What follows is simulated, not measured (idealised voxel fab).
Process module in this document: voxel capacitor over wiring
Cross-section cut spans 200 nm and uses square cells 5 nm in size.
We lay out every cross-section as a grid of square cells and spell it out in bands from the top down, where one band means one or more rows of cells.
Band entry format. Leading values: height of top, height of bottom, nm. Remainder: materials in left-to-right order, each with its width in nm. Special words: "all across" on a single material, which then fills the band edge to edge; "blank", empty space.
Beneath 0, the wafer as received is one material, and that level is where height counting begins. The lowest band goes on downward without a bottom; it is written like "0..down".
Graded width ("30..40"): value in top row of band = first number; value in bottom row = second number; row-to-row change constant.
Key: "nothing different" - step with no changed cell in the cross-section.
Empty spaces counting at least 8 cells and having no open way to the top are listed in "Closed internal cavities". The notation width x height at distance is used for each, the distance being from the left edge and all three values in nm.
Where a step's line continues beyond its settings, the continuation is a remark by the simulator itself on that step.
overlay nm: how far to the right of its planned place the mask lay on this masked step (negative: to the left).

### Listed below are the process steps as planned
| 1 | op RECEIVE | material Si |
| 2 | op CONFORMAL_DEP | material SiO2 | thk nm 15 |
| 3 | op DIRECTIONAL_DEP | material TiN | thk nm 5 |
| 4 | op DIRECTIONAL_DEP | material Ru | thk nm 15 |
| 5 | op PATTERN | tone cover | mask id METAL_1 | material resist | width nm 25 | pitch nm 85 | thk nm 15 | overlay nm 0 |
| 6 | op DIRECTIONAL_ETCH | etch materials Ru | depth nm 15 |
| 7 | op DIRECTIONAL_ETCH | etch materials TiN | depth nm 5 |
| 8 | op STRIP | etch materials resist |
| 9 | op FILL_DEP | material lowk | thk nm 5 |
| 10 | op CMP | height nm 35 |
| 11 | op CONFORMAL_DEP | material SiCN | thk nm 5 |
| 12 | op DIRECTIONAL_DEP | material SiO2 | thk nm 10 |
| 13 | op MASKED_ETCH | tone open | mask id PLUG_1 | width nm 15 | etch materials SiO2 | depth nm 10 | overlay nm 0 |
| 14 | op MASKED_ETCH | tone open | mask id PLUG_1 | width nm 15 | etch materials SiCN | depth nm 5 | overlay nm 0 |
| 15 | op CONFORMAL_DEP | material TiN | thk nm 5 |
| 16 | op FILL_DEP | material W | thk nm 5 |
| 17 | op CMP | height nm 50 |
| 18 | op DIRECTIONAL_DEP | material TiN | thk nm 10 |
| 19 | op DIRECTIONAL_DEP | material HfO2 | thk nm 5 |
| 20 | op DIRECTIONAL_DEP | material TiN | thk nm 5 |
| 21 | op DIRECTIONAL_DEP | material aC | thk nm 10 |
| 22 | op PATTERN | tone cover | mask id UPPER_PLATE | material resist | width nm 65 | thk nm 30 | overlay nm 0 |
| 23 | op DIRECTIONAL_ETCH | etch materials aC | depth nm 10 |
| 24 | op STRIP | etch materials resist |
| 25 | op DIRECTIONAL_ETCH | etch materials TiN | depth nm 5 |
| 26 | op DIRECTIONAL_ETCH | etch materials HfO2 | depth nm 5 |
| 27 | op STRIP | etch materials aC |
| 28 | op MASKED_ETCH | tone cover | mask id LOWER_PLATE | width nm 75 | etch materials TiN | depth nm 10 | overlay nm 0 |
| 29 | op FILL_DEP | material SiO2 | thk nm 20 |
| 30 | op CMP | height nm 85 |
| 31 | op MASKED_ETCH | tone open | mask id PLUG_2 | width nm 15 | etch materials SiO2 | depth nm 15 | overlay nm 0 |
| 32 | op CONFORMAL_DEP | material TiN | thk nm 5 |
| 33 | op FILL_DEP | material Cu | thk nm 5 |
| 34 | op CMP | height nm 85 |
| 35 | op CONFORMAL_DEP | material SiN | thk nm 5 |
The wafers in this document start out alike and differ in the width nm applied at step 31; the plan shows the value used for the first wafer.

### The first of several wafers as received, shown in cross-section; this is its state after step 1
> 0..down  Si all across
> Closed internal cavities: none

### Rows = wafers. At module end, each row lists per material the cells gained (+) or lost (-) since the wafer was received, then the closed voids
width nm 15 | +2 Cu | +13 HfO2 | +30 Ru | +37 SiCN | +40 SiN | +409 SiO2 | +67 TiN | +2 W | +120 lowk | Closed internal cavities: none
width nm 20 | +4 Cu | +13 HfO2 | +30 Ru | +37 SiCN | +40 SiN | +406 SiO2 | +68 TiN | +2 W | +120 lowk | Closed internal cavities: none
width nm 25 | +6 Cu | +13 HfO2 | +30 Ru | +37 SiCN | +40 SiN | +403 SiO2 | +69 TiN | +2 W | +120 lowk | Closed internal cavities: none
width nm 30 | +8 Cu | +13 HfO2 | +30 Ru | +37 SiCN | +40 SiN | +400 SiO2 | +70 TiN | +2 W | +120 lowk | Closed internal cavities: none
